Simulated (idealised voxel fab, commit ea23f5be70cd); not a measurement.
Process module under the name voxel trench capacitor
This is section cut - it's 300 nm across, gridded in 5 nm square cells.
Square cells in a grid make up a cross-section in this document, and the grid is given as bands, listed from the top down, each one or more rows of cells.
For a band, the entry starts with two heights in nm, that of the top and then that of the bottom, and carries on with the band's materials in order from left to right, each alongside its width in nm; the word "edge to edge" beside a single material means it fills the band edge to edge, and "blank" means empty space.
For the purposes of this specification, 0 denotes the height below which the wafer in its as-received condition is composed wholly of one material, and the lowermost band, lacking a lower limit, extends downward without end, as expressed in "0 down".
Width spec "30->40" -> top row of cells at first value, bottom row at second value, equal per-row change in between.
Take "no modification" at face value: in the step it is given for, the cross-section changed in none of its cells.
Look at "Completely enclosed voids" for the closed voids: empty spaces with no open path to the top, sized 8 cells or up. Each is width x height at distance, distance from the left edge, all nm.
On each step's line, the part that comes after the settings is the simulator's own comment on the step.
You can add "overlay nm" to a step's line. For a step with a mask, it describes how far the mask lay to the right of its planned position, and a negative number describes a lay to the left.

## Set out below are the planned steps of the process
1: RECEIVE,material Si
2: CONFORMAL_DEP,material SiN,thk nm 5
3: DIRECTIONAL_DEP,material aC,thk nm 10
4: PATTERN,tone open,mask id TRENCH,material resist,width nm 20,pitch nm 35,thk nm 30,overlay nm 0
5: DIRECTIONAL_ETCH,etch materials aC,depth nm 10
6: STRIP,etch materials resist
7: DIRECTIONAL_ETCH,etch materials SiN,depth nm 5
8: DIRECTIONAL_ETCH,etch materials Si,depth nm 35
9: STRIP,etch materials aC
10: CONFORMAL_DEP,material SiO2,thk nm 5
11: FILL_DEP,material polySi,thk nm 10
12: CMP,height nm 5

## Account of the first of two wafers, which was processed as intended

## Cross-section of the wafer at receipt, which is the condition after step 1
- 0 down  Si edge to edge
- Completely enclosed voids: none

## Wafer section view after processing step 2
- 5 to 0  SiN edge to edge
- Lower than 0, everything is as it was.

## Wafer section view after processing step 3
- 15 to 5  aC edge to edge
- Lower than 5, everything is as it was.

## Wafer section view after processing step 4
- 45 to 15  105 of resist; 20 of blank; 15 of resist; 20 of blank; 15 of resist; 20 of blank; 105 of resist
- Lower than 15, everything is as it was.

## Wafer section view after processing step 5
- 35 to 15  105 of resist; 20 of blank; 15 of resist; 20 of blank; 15 of resist; 20 of blank; 105 of resist
- 15 to 5  105 of aC; 20 of blank; 15 of aC; 20 of blank; 15 of aC; 20 of blank; 105 of aC
- Lower than 5, everything is as it was.

## Wafer section view after processing step 6
- 15 to 5  105 of aC; 20 of blank; 15 of aC; 20 of blank; 15 of aC; 20 of blank; 105 of aC
- Lower than 5, everything is as it was.

## Wafer section view after processing step 7
- 15 to 5  105 of aC; 20 of blank; 15 of aC; 20 of blank; 15 of aC; 20 of blank; 105 of aC
- 5 to 0  105 of SiN; 20 of blank; 15 of SiN; 20 of blank; 15 of SiN; 20 of blank; 105 of SiN
- Lower than 0, everything is as it was.

## Wafer section view after processing step 8
- 15 to 5  105 of aC; 20 of blank; 15 of aC; 20 of blank; 15 of aC; 20 of blank; 105 of aC
- 5 to 0  105 of SiN; 20 of blank; 15 of SiN; 20 of blank; 15 of SiN; 20 of blank; 105 of SiN
- 0 to -35  105 of Si; 20 of blank; 15 of Si; 20 of blank; 15 of Si; 20 of blank; 105 of Si
- Lower than -35, everything is as it was.

## Wafer section view after processing step 9
- 5 to 0  105 of SiN; 20 of blank; 15 of SiN; 20 of blank; 15 of SiN; 20 of blank; 105 of SiN
- Lower than 0, everything is as it was.

## Wafer section view after processing step 10
- 10 to 5  110 of SiO2; 10 of blank; 25 of SiO2; 10 of blank; 25 of SiO2; 10 of blank; 110 of SiO2
- 5 to 0  105 of SiN; 5 of SiO2; 10 of blank; 5 of SiO2; 15 of SiN; 5 of SiO2; 10 of blank; 5 of SiO2; 15 of SiN; 5 of SiO2; 10 of blank; 5 of SiO2; 105 of SiN
- 0 to -30  105 of Si; 5 of SiO2; 10 of blank; 5 of SiO2; 15 of Si; 5 of SiO2; 10 of blank; 5 of SiO2; 15 of Si; 5 of SiO2; 10 of blank; 5 of SiO2; 105 of Si
- -30 to -35  105 of Si; 20 of SiO2; 15 of Si; 20 of SiO2; 15 of Si; 20 of SiO2; 105 of Si
- Lower than -35, everything is as it was.

## Wafer section view after processing step 11
- 20 to 10  polySi edge to edge
- 10 to 5  110 of SiO2; 10 of polySi; 25 of SiO2; 10 of polySi; 25 of SiO2; 10 of polySi; 110 of SiO2
- 5 to 0  105 of SiN; 5 of SiO2; 10 of polySi; 5 of SiO2; 15 of SiN; 5 of SiO2; 10 of polySi; 5 of SiO2; 15 of SiN; 5 of SiO2; 10 of polySi; 5 of SiO2; 105 of SiN
- 0 to -30  105 of Si; 5 of SiO2; 10 of polySi; 5 of SiO2; 15 of Si; 5 of SiO2; 10 of polySi; 5 of SiO2; 15 of Si; 5 of SiO2; 10 of polySi; 5 of SiO2; 105 of Si
- Lower than -30, everything is as it was.

## Wafer section view after processing step 12
- 5 to 0  105 of SiN; 5 of SiO2; 10 of polySi; 5 of SiO2; 15 of SiN; 5 of SiO2; 10 of polySi; 5 of SiO2; 15 of SiN; 5 of SiO2; 10 of polySi; 5 of SiO2; 105 of SiN
- Lower than 0, everything is as it was.

## Companion wafer, the second of two: same beginning, same intended sequence, one mistake in carrying it out; through step 3 inclusive it tracks the first exactly

## Cross-section of the second wafer at the time by which step 4 should have been completed according to the plan
- 45 to 15  110 of resist; 15 of blank; 20 of resist; 15 of blank; 20 of resist; 15 of blank; 105 of resist
- Lower than 15, everything is as it was.

## Cross-section of the second wafer at the time by which step 5 should have been completed according to the plan
- 35 to 15  110 of resist; 15 of blank; 20 of resist; 15 of blank; 20 of resist; 15 of blank; 105 of resist
- 15 to 5  110 of aC; 15 of blank; 20 of aC; 15 of blank; 20 of aC; 15 of blank; 105 of aC
- Lower than 5, everything is as it was.

## Cross-section of the second wafer at the time by which step 6 should have been completed according to the plan
- 15 to 5  110 of aC; 15 of blank; 20 of aC; 15 of blank; 20 of aC; 15 of blank; 105 of aC
- Lower than 5, everything is as it was.

## Cross-section of the second wafer at the time by which step 7 should have been completed according to the plan
- 15 to 5  110 of aC; 15 of blank; 20 of aC; 15 of blank; 20 of aC; 15 of blank; 105 of aC
- 5 to 0  110 of SiN; 15 of blank; 20 of SiN; 15 of blank; 20 of SiN; 15 of blank; 105 of SiN
- Lower than 0, everything is as it was.

## Cross-section of the second wafer at the time by which step 8 should have been completed according to the plan
- 15 to 5  110 of aC; 15 of blank; 20 of aC; 15 of blank; 20 of aC; 15 of blank; 105 of aC
- 5 to 0  110 of SiN; 15 of blank; 20 of SiN; 15 of blank; 20 of SiN; 15 of blank; 105 of SiN
- 0 to -35  110 of Si; 15 of blank; 20 of Si; 15 of blank; 20 of Si; 15 of blank; 105 of Si
- Lower than -35, everything is as it was.

## Cross-section of the second wafer at the time by which step 9 should have been completed according to the plan
- 5 to 0  110 of SiN; 15 of blank; 20 of SiN; 15 of blank; 20 of SiN; 15 of blank; 105 of SiN
- Lower than 0, everything is as it was.

## Cross-section of the second wafer at the time by which step 10 should have been completed according to the plan
- 10 to 5  115 of SiO2; 5 of blank; 30 of SiO2; 5 of blank; 30 of SiO2; 5 of blank; 110 of SiO2
- 5 to 0  110 of SiN; 5 of SiO2; 5 of blank; 5 of SiO2; 20 of SiN; 5 of SiO2; 5 of blank; 5 of SiO2; 20 of SiN; 5 of SiO2; 5 of blank; 5 of SiO2; 105 of SiN
- 0 to -30  110 of Si; 5 of SiO2; 5 of blank; 5 of SiO2; 20 of Si; 5 of SiO2; 5 of blank; 5 of SiO2; 20 of Si; 5 of SiO2; 5 of blank; 5 of SiO2; 105 of Si
- -30 to -35  110 of Si; 15 of SiO2; 20 of Si; 15 of SiO2; 20 of Si; 15 of SiO2; 105 of Si
- Lower than -35, everything is as it was.

## Cross-section of the second wafer at the time by which step 11 should have been completed according to the plan
- 20 to 10  polySi edge to edge
- 10 to 5  115 of SiO2; 5 of polySi; 30 of SiO2; 5 of polySi; 30 of SiO2; 5 of polySi; 110 of SiO2
- 5 to 0  110 of SiN; 5 of SiO2; 5 of polySi; 5 of SiO2; 20 of SiN; 5 of SiO2; 5 of polySi; 5 of SiO2; 20 of SiN; 5 of SiO2; 5 of polySi; 5 of SiO2; 105 of SiN
- 0 to -30  110 of Si; 5 of SiO2; 5 of polySi; 5 of SiO2; 20 of Si; 5 of SiO2; 5 of polySi; 5 of SiO2; 20 of Si; 5 of SiO2; 5 of polySi; 5 of SiO2; 105 of Si
- Lower than -30, everything is as it was.

## Cross-section of the second wafer at the time by which step 12 should have been completed according to the plan
- 5 to 0  110 of SiN; 5 of SiO2; 5 of polySi; 5 of SiO2; 20 of SiN; 5 of SiO2; 5 of polySi; 5 of SiO2; 20 of SiN; 5 of SiO2; 5 of polySi; 5 of SiO2; 105 of SiN
- Lower than 0, everything is as it was.
what went wrong: step 4 did not happen as planned, as run it was PATTERN,tone open,mask id TRENCH,material resist,width nm 15,pitch nm 35,thk nm 30,overlay nm 0
End of process, cell counts, second wafer against first, materials with more or fewer: +21 Si, +3 SiN, -3 SiO2, -21 polySi
